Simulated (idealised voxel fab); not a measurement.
process module | voxel transistor to metal
cross-section cut | 200 nm wide | cells 5 nm
A cross-section is a grid of square cells, given in bands from the top down. A band is one or more rows of cells.
Each band's line starts with the height of the band's top and of its bottom, in nm. Then come its materials from left to right, each with its width in nm. One material with "throughout" fills the band from edge to edge. "air" is empty space.
Height 0 is the level under which the wafer as received is all one material. The lowest band goes on downwards, as in "0 down".
A width such as "30 to 40" changes by the same amount from each row of cells to the next, from the band's top row to its bottom row.
"no change" after a step means that no cell of the cross-section changed.
closed voids: empty space of 8 cells or more with no open way to the top, each as width x height at its distance from the left edge, in nm
after a step's settings: what the simulator itself notes on the step
overlay nm, on a step with a mask: how far to the right of its planned place the mask lay; to the left if negative
plan
1 op RECEIVE | material Si
2 op CONFORMAL_DEP | material SiO2 | thk nm 5
3 op CONFORMAL_DEP | material SiN | thk nm 15
4 op MASKED_ETCH | tone cover | mask id ACTIVE | width nm 110 | etch materials SiN | depth nm 15 | overlay nm 0
5 op MASKED_ETCH | tone cover | mask id ACTIVE | width nm 110 | etch materials SiO2 | depth nm 5 | overlay nm 0
6 op MASKED_ETCH | tone cover | mask id ACTIVE | width nm 110 | etch materials Si | depth nm 30 | overlay nm 0
7 op FILL_DEP | material SiO2 | thk nm 15
8 op CMP | height nm 20
9 op SELECTIVE_ETCH | etch materials SiO2 | depth nm 5
10 op STRIP | etch materials SiN
11 op SELECTIVE_ETCH | etch materials SiO2 | depth nm 5
12 op OXIDIZE | depth nm 5
13 op DIRECTIONAL_DEP | material polySi | thk nm 20
14 op DIRECTIONAL_DEP | material SiCN | thk nm 10
15 op PATTERN | tone cover | mask id GATE | material resist | width nm 20 | thk nm 20 | overlay nm 0
16 op DIRECTIONAL_ETCH | etch materials SiCN | depth nm 20
17 op DIRECTIONAL_ETCH | etch materials polySi | depth nm 30
18 op STRIP | etch materials resist
19 op CONFORMAL_DEP | material SiN | thk nm 5
20 op DIRECTIONAL_ETCH | etch materials SiN | depth nm 5
21 op DIRECTIONAL_ETCH | etch materials SiO2 | depth nm 5
22 op DIRECTIONAL_ETCH | etch materials Si | depth nm 10
23 op EPI | material SiGe | thk nm 10
24 op FILL_DEP | material SiO2 | thk nm 10
25 op CMP | height nm 30
26 op DIRECTIONAL_DEP | material SiO2 | thk nm 10
27 op MASKED_ETCH | tone open | mask id CONTACT | width nm 15 | pitch nm 75 | etch materials SiO2 | depth nm 45 | overlay nm 0
28 op CONFORMAL_DEP | material TiN | thk nm 5
29 op FILL_DEP | material W | thk nm 10
30 op CMP | height nm 40
31 op CONFORMAL_DEP | material SiCN | thk nm 5
32 op DIRECTIONAL_DEP | material lowk | thk nm 20
33 op MASKED_ETCH | tone open | mask id METAL_1 | width nm 15 | pitch nm 75 | etch materials lowk | depth nm 20 | overlay nm 0
34 op MASKED_ETCH | tone open | mask id METAL_1 | width nm 15 | pitch nm 75 | etch materials SiCN | depth nm 5 | overlay nm 0
35 op CONFORMAL_DEP | material TiN | thk nm 5
36 op FILL_DEP | material Cu | thk nm 5
37 op CMP | height nm 65
38 op EPI | material Ru | thk nm 5
39 op FILL_DEP | material SiCN | thk nm 5
as received, after step 1
  0 down: Si throughout
  closed voids: none
a wafer at the end: this start, this plan, one mistake
  85 to 70: SiCN throughout
  70 to 65: SiCN 50 | Ru 25 | SiCN 50 | Ru 25 | SiCN 50
  65 to 45: lowk 55 | TiN 5 | Cu 5 | TiN 5 | lowk 60 | TiN 5 | Cu 5 | TiN 5 | lowk 55
  45 to 40: SiCN 55 | TiN 15 | SiCN 60 | TiN 15 | SiCN 55
  40 to 30: SiO2 55 | TiN 5 | W 5 | TiN 5 | SiO2 60 | TiN 5 | W 5 | TiN 5 | SiO2 55
  30 to 20: SiO2 55 | TiN 5 | W 5 | TiN 5 | SiO2 15 | SiN 5 | SiCN 20 | SiN 5 | SiO2 15 | TiN 5 | W 5 | TiN 5 | SiO2 55
  20 to 10: SiO2 55 | TiN 5 | W 5 | TiN 5 | SiO2 15 | SiN 5 | polySi 20 | SiN 5 | SiO2 15 | TiN 5 | W 5 | TiN 5 | SiO2 55
  10 to 5: SiO2 40 | SiN 5 | SiO2 10 | TiN 5 | W 5 | TiN 5 | SiO2 15 | SiN 5 | polySi 20 | SiN 5 | SiO2 15 | TiN 5 | W 5 | TiN 5 | SiO2 10 | SiN 5 | SiO2 40
  5 to 0: SiO2 40 | SiN 5 | SiO2 10 | TiN 5 | W 5 | TiN 5 | SiO2 5 | SiGe 10 | SiN 5 | polySi 20 | SiN 5 | SiGe 10 | SiO2 5 | TiN 5 | W 5 | TiN 5 | SiO2 10 | SiN 5 | SiO2 40
  0 to -5: SiO2 55 | TiN 15 | SiO2 5 | SiGe 10 | SiO2 30 | SiGe 10 | SiO2 5 | TiN 15 | SiO2 55
  -5 to -15: SiO2 45 | SiGe 40 | Si 30 | SiGe 40 | SiO2 45
  -15 to -30: SiO2 45 | Si 110 | SiO2 45
  -30 down: Si throughout
  closed voids: none
what went wrong: step 39 ran as: op FILL_DEP | material SiCN | thk nm 15
